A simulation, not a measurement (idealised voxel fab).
This section sets out a process module, namely voxel wiring stack.
cross-section cut | 255 nm wide | cells 5 nm
Just so we're on the same page, the cross-sections are grids of square cells, and they're listed out in bands top to bottom, each band one or more rows deep.
Each band's line starts with the height of the band's top and of its bottom, in nm. Then come its materials from left to right, each with its width in nm. One material with "throughout" fills the band from edge to edge. "blank" is empty space.
We count height from 0. Below that, the starting wafer is all one material. The lowest band never ends at the bottom but goes on down; see "0 and below" for how that is written.
Width: "30 to 40" (first number = top row, second number = bottom row, same change from row to row of cells).
A step reported as "nothing different" is a step in which no cell of the cross-section changed.
In "Catalogued sealed voids" the enclosed voids are listed, meaning empty spaces of 8 cells or larger without any opening to the top. The form is width x height at distance, distance from the left edge, units nm.
Past the settings on a step's line: simulator remark, on that step.
overlay nm: for a step with a mask, the amount by which the mask lay right of where it was planned; a negative amount means left of it.
Before/after cross-section pairs, one process step each; after shown to lowest changed band; step and settings beneath. Pairs may be from different runs of this module on the same starting wafer; a pair continues from the one above only where its "Ex-ante state" entry says so.
Ex-ante state:
- 70 down to 55 = 35 of blank; 30 of Ru; 20 of blank; 30 of Ru; 20 of blank; 30 of Ru; 20 of blank; 30 of Ru; 40 of blank
- 55 down to 50 = 35 of blank; 30 of TiN; 20 of blank; 30 of TiN; 20 of blank; 30 of TiN; 20 of blank; 30 of TiN; 40 of blank
- 50 down to 40 = 35 of lowk; 5 of TiN; 5 of Ru; 5 of TiN; 35 of lowk; 5 of TiN; 5 of Ru; 5 of TiN; 35 of lowk; 5 of TiN; 5 of Ru; 5 of TiN; 35 of lowk; 5 of TiN; 5 of Ru; 5 of TiN; 55 of lowk
- 40 down to 35 = 35 of SiCN; 15 of TiN; 35 of SiCN; 15 of TiN; 35 of SiCN; 15 of TiN; 35 of SiCN; 15 of TiN; 55 of SiCN
- 35 down to 20 = 35 of W; 30 of SiO2; 20 of W; 30 of SiO2; 20 of W; 30 of SiO2; 20 of W; 30 of SiO2; 40 of W
- 20 down to 15 = 35 of TiN; 30 of SiO2; 20 of TiN; 30 of SiO2; 20 of TiN; 30 of SiO2; 20 of TiN; 30 of SiO2; 40 of TiN
- 15 down to 0 = SiO2 throughout
- 0 and below = Si throughout
- Catalogued sealed voids: none
Post-Step Geometry:
- 75 down to 70 = 30 of blank; 40 of SiCN; 10 of blank; 40 of SiCN; 10 of blank; 40 of SiCN; 10 of blank; 40 of SiCN; 35 of blank
- 70 down to 55 = 30 of blank; 5 of SiCN; 30 of Ru; 5 of SiCN; 10 of blank; 5 of SiCN; 30 of Ru; 5 of SiCN; 10 of blank; 5 of SiCN; 30 of Ru; 5 of SiCN; 10 of blank; 5 of SiCN; 30 of Ru; 5 of SiCN; 35 of blank
- 55 down to 50 = 35 of SiCN; 30 of TiN; 20 of SiCN; 30 of TiN; 20 of SiCN; 30 of TiN; 20 of SiCN; 30 of TiN; 40 of SiCN
- For the remainder of the cross-section, below 50, there is no change.
- Catalogued sealed voids: none
So what happens between those two cross-sections up there? CONFORMAL_DEP,material SiCN,thk nm 5
Ex-ante state: as in the pair right above, post-step view.
Post-Step Geometry:
- 85 down to 75 = lowk throughout
- 75 down to 70 = 30 of lowk; 40 of SiCN; 10 of lowk; 40 of SiCN; 10 of lowk; 40 of SiCN; 10 of lowk; 40 of SiCN; 35 of lowk
- 70 down to 55 = 30 of lowk; 5 of SiCN; 30 of Ru; 5 of SiCN; 10 of lowk; 5 of SiCN; 30 of Ru; 5 of SiCN; 10 of lowk; 5 of SiCN; 30 of Ru; 5 of SiCN; 10 of lowk; 5 of SiCN; 30 of Ru; 5 of SiCN; 35 of lowk
- For the remainder of the cross-section, below 55, there is no change.
- Catalogued sealed voids: none
So what happens between those two cross-sections up there? FILL_DEP,material lowk,thk nm 10
Ex-ante state: as in the pair right above, post-step view.
Post-Step Geometry:
- 70 down to 55 = 30 of lowk; 5 of SiCN; 30 of Ru; 5 of SiCN; 10 of lowk; 5 of SiCN; 30 of Ru; 5 of SiCN; 10 of lowk; 5 of SiCN; 30 of Ru; 5 of SiCN; 10 of lowk; 5 of SiCN; 30 of Ru; 5 of SiCN; 35 of lowk
- For the remainder of the cross-section, below 55, there is no change.
- Catalogued sealed voids: none
So what happens between those two cross-sections up there? CMP,height nm 70
Ex-ante state: as in the pair right above, post-step view.
Post-Step Geometry:
- 75 down to 70 = SiCN throughout
- For the remainder of the cross-section, below 70, there is no change.
- Catalogued sealed voids: none
So what happens between those two cross-sections up there? CONFORMAL_DEP,material SiCN,thk nm 5
